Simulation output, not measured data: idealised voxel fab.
process module | voxel capacitor over wiring
cross-section cut | 280 nm wide | cells 5 nm
A cross-section is a grid of square cells, given in bands from the top down. A band is one or more rows of cells.
Each band's line starts with the height of the band's top and of its bottom, in nm. Then come its materials from left to right, each with its width in nm. One material with "throughout" fills the band from edge to edge. "air" is empty space.
Height 0 is the level under which the wafer as received is all one material. The lowest band goes on downwards, as in "0 down".
A width such as "30 to 40" changes by the same amount from each row of cells to the next, from the band's top row to its bottom row.
"no change" after a step means that no cell of the cross-section changed.
closed voids: empty space of 8 cells or more with no open way to the top, each as width x height at its distance from the left edge, in nm
after a step's settings: what the simulator itself notes on the step
overlay nm, on a step with a mask: how far to the right of its planned place the mask lay; to the left if negative
plan
1 op RECEIVE | material Si
2 op CONFORMAL_DEP | material SiO2 | thk nm 10
3 op CONFORMAL_DEP | material SiN | thk nm 5
4 op DIRECTIONAL_DEP | material SiO2 | thk nm 15
5 op PATTERN | tone open | mask id METAL_1 | material resist | width nm 20 | pitch nm 70 | thk nm 15 | overlay nm 0
6 op DIRECTIONAL_ETCH | etch materials SiO2 | depth nm 15
7 op DIRECTIONAL_ETCH | etch materials SiN | depth nm 5
8 op STRIP | etch materials resist
9 op CONFORMAL_DEP | material TiN | thk nm 5
10 op FILL_DEP | material W | thk nm 10
11 op CMP | height nm 30
12 op EPI | material Ru | thk nm 5
13 op FILL_DEP | material SiCN | thk nm 5
14 op DIRECTIONAL_DEP | material lowk | thk nm 10
15 op DIRECTIONAL_DEP | material aC | thk nm 15
16 op PATTERN | tone open | mask id PLUG_1 | material resist | width nm 15 | thk nm 35 | overlay nm -15
17 op DIRECTIONAL_ETCH | etch materials aC | depth nm 15
18 op STRIP | etch materials resist
19 op DIRECTIONAL_ETCH | etch materials lowk | depth nm 10
20 op DIRECTIONAL_ETCH | etch materials SiCN | depth nm 5
21 op STRIP | etch materials aC
22 op CONFORMAL_DEP | material TiN | thk nm 5
23 op FILL_DEP | material Ru | thk nm 10
24 op CMP | height nm 50
25 op DIRECTIONAL_DEP | material TiN | thk nm 5
26 op DIRECTIONAL_DEP | material HfO2 | thk nm 5
27 op DIRECTIONAL_DEP | material TiN | thk nm 5
28 op DIRECTIONAL_DEP | material aC | thk nm 10
29 op PATTERN | tone cover | mask id UPPER_PLATE | material resist | width nm 55 | thk nm 25 | overlay nm 0
30 op DIRECTIONAL_ETCH | etch materials aC | depth nm 10
31 op STRIP | etch materials resist
32 op DIRECTIONAL_ETCH | etch materials TiN | depth nm 5
33 op DIRECTIONAL_ETCH | etch materials HfO2 | depth nm 5
34 op STRIP | etch materials aC
35 op MASKED_ETCH | tone cover | mask id LOWER_PLATE | width nm 65 | etch materials TiN | depth nm 5 | overlay nm 0
36 op FILL_DEP | material SiO2 | thk nm 15
37 op CMP | height nm 75
38 op DIRECTIONAL_DEP | material aC | thk nm 15
39 op PATTERN | tone open | mask id PLUG_2 | material resist | width nm 15 | thk nm 30 | overlay nm 0
40 op DIRECTIONAL_ETCH | etch materials aC | depth nm 15
41 op STRIP | etch materials resist
42 op DIRECTIONAL_ETCH | etch materials SiO2 | depth nm 10
43 op STRIP | etch materials aC
44 op CONFORMAL_DEP | material TiN | thk nm 5
45 op FILL_DEP | material Cu | thk nm 10
46 op CMP | height nm 75
47 op CONFORMAL_DEP | material SiCN | thk nm 5
varied across the wafers: overlay nm of step 16. The plan shows the first wafer's value. All wafers start alike
first wafer as received, after step 1
  0 down: Si throughout
  closed voids: none
first wafer at the end, after step 47
  80 to 75: SiCN throughout
  75 to 70: SiO2 110 | TiN 5 | Cu 5 | TiN 5 | SiO2 155
  70 to 60: SiO2 110 to 100 | TiN 15 to 55 | SiO2 155 to 125
  60 to 55: SiO2 100 | HfO2 55 | SiO2 125
  55 to 50: SiO2 95 | TiN 65 | SiO2 120
  50 to 40: lowk 85 | TiN 5 | Ru 5 | TiN 5 | lowk 180
  40 to 35: SiCN 85 | TiN 15 | SiCN 180
  35 to 30: SiCN 90 | Ru 30 | SiCN 40 | Ru 30 | SiCN 90
  30 to 15: SiO2 95 | TiN 5 | W 10 | TiN 5 | SiO2 50 | TiN 5 | W 10 | TiN 5 | SiO2 95
  15 to 10: SiN 95 | TiN 20 | SiN 50 | TiN 20 | SiN 95
  10 to 0: SiO2 throughout
  0 down: Si throughout
  closed voids: none
last wafer at the end
  80 to 75: SiCN throughout
  75 to 70: SiO2 110 | TiN 5 | Cu 5 | TiN 5 | SiO2 155
  70 to 60: SiO2 110 to 100 | TiN 15 to 55 | SiO2 155 to 125
  60 to 55: SiO2 100 | HfO2 55 | SiO2 125
  55 to 50: SiO2 95 | TiN 65 | SiO2 120
  50 to 40: lowk 115 | TiN 5 | Ru 5 | TiN 5 | lowk 150
  40 to 35: SiCN 115 | TiN 15 | SiCN 150
  35 to 30: SiCN 90 | Ru 30 | SiCN 40 | Ru 30 | SiCN 90
  30 to 15: SiO2 95 | TiN 5 | W 10 | TiN 5 | SiO2 50 | TiN 5 | W 10 | TiN 5 | SiO2 95
  15 to 10: SiN 95 | TiN 20 | SiN 50 | TiN 20 | SiN 95
  10 to 0: SiO2 throughout
  0 down: Si throughout
  closed voids: none
each wafer at the end: cells of each material gained (+) or lost (-) since it was received, then its closed voids
overlay nm -15 | +1 Cu | +11 HfO2 | +14 Ru | +153 SiCN | +48 SiN | +495 SiO2 | +56 TiN | +12 W | +106 lowk | closed voids: none
overlay nm -10 | +1 Cu | +11 HfO2 | +14 Ru | +153 SiCN | +48 SiN | +495 SiO2 | +56 TiN | +12 W | +106 lowk | closed voids: none
overlay nm -5 | +1 Cu | +11 HfO2 | +14 Ru | +153 SiCN | +48 SiN | +495 SiO2 | +56 TiN | +12 W | +106 lowk | closed voids: none
overlay nm 0 | +1 Cu | +11 HfO2 | +14 Ru | +153 SiCN | +48 SiN | +495 SiO2 | +56 TiN | +12 W | +106 lowk | closed voids: none
overlay nm 5 | +1 Cu | +11 HfO2 | +14 Ru | +153 SiCN | +48 SiN | +495 SiO2 | +56 TiN | +12 W | +106 lowk | closed voids: none
overlay nm 10 | +1 Cu | +11 HfO2 | +14 Ru | +153 SiCN | +48 SiN | +495 SiO2 | +56 TiN | +12 W | +106 lowk | closed voids: none
overlay nm 15 | +1 Cu | +11 HfO2 | +14 Ru | +153 SiCN | +48 SiN | +495 SiO2 | +56 TiN | +12 W | +106 lowk | closed voids: none
